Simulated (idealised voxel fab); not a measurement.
Process module name: voxel released beams
Square cells of 5 nm make up the cross-section cut, whose width is 205 nm.
Notation: cross-section as square-cell grid; stated in bands, top first, going down; one or more cell rows per band.
The band entry comprises the height of the band's top followed by the height of its bottom, expressed in nm, and subsequently the band's materials from left to right, each stated together with its width in nm. Where a single material is marked with the word "everywhere", that material fills the band from edge to edge. The word "air" represents empty space.
Height reference: 0 = level under which incoming wafer is all one material. Lowest band: no bottom, runs on downward, e.g. "0 nm and below".
Think of "30 to 40" as a width that walks from the first number to the second as you go down the band, top row to bottom row, taking equal-sized steps from row to row.
Any step labelled "nothing altered" changed none of the cells in the cross-section.
"Voids, fully enclosed" lists enclosed empty spaces (at least 8 cells, no open path upward to the top), each as width x height at distance from the left edge, in nm.
On a step's line, text after the settings is the simulator commenting on that step.
What "overlay nm" on a step's line means: if the step has a mask, that mask lay this far to the right of its planned place, or, when the value is negative, to the left.

# Planned step list for the process
1,op RECEIVE | material Si
2,op CONFORMAL_DEP | material SiN | thk nm 5
3,op DIRECTIONAL_DEP | material SiO2 | thk nm 20
4,op MASKED_ETCH | tone open | mask id ANCHOR | width nm 45 | etch materials SiO2 | depth nm 20 | overlay nm 0
5,op CONFORMAL_DEP | material W | thk nm 15
6,op DIRECTIONAL_DEP | material aC | thk nm 15
7,op PATTERN | tone cover | mask id BEAM | material resist | width nm 120 | thk nm 35 | overlay nm 0
8,op DIRECTIONAL_ETCH | etch materials aC | depth nm 15
9,op STRIP | etch materials resist
10,op DIRECTIONAL_ETCH | etch materials W | depth nm 15
11,op STRIP | etch materials aC
12,op STRIP | etch materials SiO2

# Cross-section of the wafer at receipt, which is the condition after step 1
	0 nm and below = Si everywhere
	Voids, fully enclosed: none

# Cross-sectional image of the first of two wafers at the end of the module, the run having proceeded as planned
	40 nm to 25 nm = 40 nm air, then 20 nm W, then 15 nm air, then 85 nm W, then 45 nm air
	25 nm to 20 nm = 45 nm air, then 15 nm W, then 15 nm air, then 15 nm W, then 115 nm air
	20 nm to 5 nm = 45 nm air, then 45 nm W, then 115 nm air
	5 nm to 0 nm = SiN everywhere
	0 nm and below = Si everywhere
	Voids, fully enclosed: none

# Here is the second of the two wafers cut open at the end of the module - same start, same plan as the first one, but we made one mistake running it
	55 nm to 40 nm = 40 nm air, then 120 nm W, then 45 nm air
	40 nm to 25 nm = W everywhere
	25 nm to 5 nm = 45 nm SiO2, then 45 nm W, then 115 nm SiO2
	5 nm to 0 nm = SiN everywhere
	0 nm and below = Si everywhere
	Voids, fully enclosed: none
Finding, execution versus plan: it should be noted that step 5 of the plan was executed twice
Looking at both finished wafers in cells, the second ends up ahead of or behind the first on some materials: SiO2 +128 | W +135
